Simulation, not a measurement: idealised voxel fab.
Proc. module: voxel double patterning
Displayed cross-section: cut, width of 170 nm, square cells sized 5 nm.
If you're reading a cross-section in this doc, picture square cells in a grid; it comes to you as bands, top ones listed first down to the bottom, and a band can be one or more rows of cells.
Band entry format. Leading values: height of top, height of bottom, nm. Remainder: materials in left-to-right order, each with its width in nm. Special words: "full width" on a single material, which then fills the band edge to edge; "empty", empty space.
Beneath 0, the wafer as received is one material, and that level is where height counting begins. The lowest band goes on downward without a bottom; it is written like "0 -> down".
It should be noted that a width expressed as "30..40" varies in equal increments from row to row of cells within the band, taking the value of the first number at the top row and that of the second number at the bottom row.
For the purposes of this document, the phrase "nothing was modified" attached to a step denotes that no cell within the cross-section was modified by that step.
Reported under the label "Enclosed void catalog" are the empty spaces having no open way to the top and comprising 8 cells or more; the notation for each is width x height at distance, in which the distance is measured from the left edge and all three values are in nm.
On a step's line, text after the settings is the simulator commenting on that step.
What "overlay nm" on a step's line means: if the step has a mask, that mask lay this far to the right of its planned place, or, when the value is negative, to the left.
This section lists the process steps that were planned
- 1: RECEIVE,material Si
- 2: CONFORMAL_DEP,material SiN,thk nm 10
- 3: DIRECTIONAL_DEP,material SiO2,thk nm 10
- 4: DIRECTIONAL_DEP,material SiCN,thk nm 10
- 5: DIRECTIONAL_DEP,material aC,thk nm 15
- 6: PATTERN,tone open,mask id FIRST,material resist,width nm 15,pitch nm 50,thk nm 35,overlay nm 0
- 7: DIRECTIONAL_ETCH,etch materials aC,depth nm 15
- 8: STRIP,etch materials resist
- 9: DIRECTIONAL_ETCH,etch materials SiCN,depth nm 10
- 10: STRIP,etch materials aC
- 11: PATTERN,tone open,mask id SECOND,material resist,width nm 15,thk nm 20,overlay nm 0
- 12: DIRECTIONAL_ETCH,etch materials SiCN,depth nm 10
- 13: STRIP,etch materials resist
- 14: DIRECTIONAL_ETCH,etch materials SiO2,depth nm 10
- 15: STRIP,etch materials SiCN
As received, after step 1
- 0 -> down  Si full width
- Enclosed void catalog: none
Post-module cross-section: identical start and plan to those above, one misstep in execution
- 20 -> 10  50 of SiO2 / 15 of empty / 10 of SiO2 / 20 of empty / 5 of SiO2 / 15 of empty / 55 of SiO2
- 10 -> 0  SiN full width
- 0 -> down  Si full width
- Enclosed void catalog: none
Against the plan, the run slipped here: step 11 did not use the planned setting and instead ran as PATTERN,tone open,mask id SECOND,material resist,width nm 20,thk nm 20,overlay nm 0
